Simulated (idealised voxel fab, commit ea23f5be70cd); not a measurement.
Title: Process Module voxel self aligned vias
Square cells of 5 nm make up the cross-section cut, whose width is 280 nm.
Notation: cross-section as square-cell grid; stated in bands, top first, going down; one or more cell rows per band. Band entry format. Leading values: height of top, height of bottom, nm. Remainder: materials in left-to-right order, each with its width in nm. Special words: "full width" on a single material, which then fills the band edge to edge; "blank", empty space. Convention: height 0 is the level below which the wafer, as received, is all one material. The lowest band does not terminate at the bottom but continues downward, represented as "0 and below". Top row gets the first number, bottom row gets the second, and each row in between changes by the same step: that is how a band width like "30 to 40" works. "remained the same" for a step: no cell of the cross-section changed in that step. Entry "Closed empty spaces". Content: empty spaces with no open connection to the top, size 8 cells or greater. Each: width x height at distance. Distance: from left edge. Unit: nm. Read whatever lies past the settings on a step's line as the simulator's own remark about the step. When a step includes a mask, the "overlay nm" setting on its line states how far to the right of its planned place that mask lay, and negative values state how far to the left.
-- Process steps - plan
| 1 | RECEIVE (material Si) |
| 2 | CONFORMAL_DEP (material SiO2; thk nm 15) |
| 3 | CONFORMAL_DEP (material SiCN; thk nm 5) |
| 4 | DIRECTIONAL_DEP (material SiO2; thk nm 30) |
| 5 | DIRECTIONAL_DEP (material aC; thk nm 10) |
| 6 | PATTERN (tone open; mask id LINES; material resist; width nm 20; pitch nm 45; thk nm 25; overlay nm 0) |
| 7 | DIRECTIONAL_ETCH (etch materials aC; depth nm 10) |
| 8 | STRIP (etch materials resist) |
| 9 | DIRECTIONAL_ETCH (etch materials SiO2; depth nm 30) |
| 10 | STRIP (etch materials aC) |
| 11 | CONFORMAL_DEP (material TiN; thk nm 5) |
| 12 | FILL_DEP (material Ru; thk nm 5) |
| 13 | CMP (height nm 50) |
| 14 | SELECTIVE_ETCH (etch materials W Ru TiN; depth nm 10) |
| 15 | FILL_DEP (material SiN; thk nm 5) |
| 16 | CMP (height nm 50) |
| 17 | DIRECTIONAL_DEP (material SiO2; thk nm 15) |
| 18 | DIRECTIONAL_DEP (material aC; thk nm 10) |
| 19 | PATTERN (tone open; mask id VIAS; material resist; width nm 30; thk nm 25; overlay nm 0) |
| 20 | DIRECTIONAL_ETCH (etch materials aC; depth nm 10) |
| 21 | STRIP (etch materials resist) |
| 22 | DIRECTIONAL_ETCH (etch materials SiO2; depth nm 15) |
| 23 | DIRECTIONAL_ETCH (etch materials SiN; depth nm 10) |
| 24 | STRIP (etch materials aC) |
| 25 | CONFORMAL_DEP (material TiN; thk nm 5) |
| 26 | FILL_DEP (material Ru; thk nm 10) |
| 27 | CMP (height nm 65) |
| 28 | CONFORMAL_DEP (material SiCN; thk nm 5) |
-- As received (post step 1): cross-section
* 0 and below  Si full width
* Closed empty spaces: none
-- Same starting wafer, same plan as above, one mistake in the execution; this is the cross-section at the end of the module
* 70 down to 65  SiCN full width
* 65 down to 55  SiO2=100; TiN=5; Ru=20; TiN=5; SiO2=150
* 55 down to 50  SiO2=100; TiN=10; Ru=10; TiN=10; SiO2=150
* 50 down to 45  SiO2=105; TiN=5; Ru=10; TiN=5; SiO2=25; SiN=20; SiO2=110
* 45 down to 40  SiO2=105; TiN=20; SiO2=25; SiN=20; SiO2=110
* 40 down to 35  SiO2=105; TiN=20; SiO2=25; TiN=20; SiO2=110
* 35 down to 30  SiCN full width
* 30 down to 0  SiO2 full width
* 0 and below  Si full width
* Closed empty spaces: none
Short version of what went wrong: execution of plan step 2 occurred twice
